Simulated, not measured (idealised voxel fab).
Documented hereafter: the process module known as voxel self aligned contacts.
Section cut is 185 nm wide and gridded with 5 nm square cells.
A cross-section is written here as square cells arranged in a grid, and it is given in bands from the top down, each band taking up one or more rows of cells.
It is stipulated that each band's entry specify, in nanometres, the height of the top of the band and then that of its bottom, followed by the materials of the band in left-to-right sequence, each together with its width in nanometres. A single material marked by the word "full width" is understood to fill the band from edge to edge; the word "air" is understood to denote empty space.
Height reference: 0 = level under which incoming wafer is all one material. Lowest band: no bottom, runs on downward, e.g. "0 nm and below".
Graded width ("30..40"): value in top row of band = first number; value in bottom row = second number; row-to-row change constant.
No cell of the cross-section changed in a step that is given as "no alterations made".
Heads up: "Sealed cavities" only lists the empty pockets with no open path to the top that are 8 cells or more, and it writes them as width x height at distance, distance from the left edge, in nm.
Formally, on a step line, whatever follows the settings is a remark that the simulator itself makes on the step.
overlay nm: mask offset rightward from planned place, masked step; negative means leftward offset.

### The steps planned for the process are as follows
1) RECEIVE, material Si
2) CONFORMAL_DEP, material SiO2, thk nm 5
3) DIRECTIONAL_DEP, material polySi, thk nm 25
4) DIRECTIONAL_DEP, material SiN, thk nm 15
5) PATTERN, tone cover, mask id GATE, material resist, width nm 25, pitch nm 50, thk nm 20, overlay nm 0
6) DIRECTIONAL_ETCH, etch materials SiN, depth nm 15
7) DIRECTIONAL_ETCH, etch materials polySi, depth nm 25
8) STRIP, etch materials resist
9) CONFORMAL_DEP, material SiN, thk nm 5
10) DIRECTIONAL_ETCH, etch materials SiN, depth nm 5
11) FILL_DEP, material SiO2, thk nm 20
12) CMP, height nm 55
13) PATTERN, tone open, mask id CONTACT, material resist, width nm 35, thk nm 15, overlay nm 0
14) DIRECTIONAL_ETCH, etch materials SiO2, depth nm 55
15) STRIP, etch materials resist
16) CONFORMAL_DEP, material TiN, thk nm 5
17) FILL_DEP, material W, thk nm 10
18) CMP, height nm 55
19) CONFORMAL_DEP, material SiN, thk nm 5

### Incoming wafer in cross-section (state: after step 1)
* 0 nm and below = Si full width
* Sealed cavities: none

### The first of the two wafers as seen in cross-section once the module was finished; processing followed the plan
* 60 nm to 55 nm = SiN full width
* 55 nm to 45 nm = 75 nm SiO2 | 5..15 nm TiN | 25..5 nm W | 5..15 nm TiN | 75 nm SiO2
* 45 nm to 30 nm = 50 nm SiO2 | 35 nm SiN | 5 nm TiN | 5 nm W | 5 nm TiN | 35 nm SiN | 50 nm SiO2
* 30 nm to 5 nm = 50 nm SiO2 | 5 nm SiN | 25 nm polySi | 5 nm SiN | 5 nm TiN | 5 nm W | 5 nm TiN | 5 nm SiN | 25 nm polySi | 5 nm SiN | 50 nm SiO2
* 5 nm to 0 nm = 85 nm SiO2 | 15 nm TiN | 85 nm SiO2
* 0 nm and below = Si full width
* Sealed cavities: none

### Wafer two cross-section, module end. Start and plan unchanged from wafer one; one mistake made during the run
* 60 nm to 55 nm = SiN full width
* 55 nm to 45 nm = 70 nm SiO2 | 5..20 nm TiN | 35..5 nm W | 5..20 nm TiN | 70 nm SiO2
* 45 nm to 30 nm = 50 nm SiO2 | 35 nm SiN | 5 nm TiN | 5 nm W | 5 nm TiN | 35 nm SiN | 50 nm SiO2
* 30 nm to 5 nm = 50 nm SiO2 | 5 nm SiN | 25 nm polySi | 5 nm SiN | 5 nm TiN | 5 nm W | 5 nm TiN | 5 nm SiN | 25 nm polySi | 5 nm SiN | 50 nm SiO2
* 5 nm to 0 nm = 85 nm SiO2 | 15 nm TiN | 85 nm SiO2
* 0 nm and below = Si full width
* Sealed cavities: none
What was the processing mistake? step 13 ran differently from the plan; actual operation with settings: PATTERN, tone open, mask id CONTACT, material resist, width nm 45, thk nm 15, overlay nm 0
Looking at both finished wafers in cells, the second ends up ahead of or behind the first on some materials: 4 fewer of SiO2; 2 more of TiN; 2 more of W
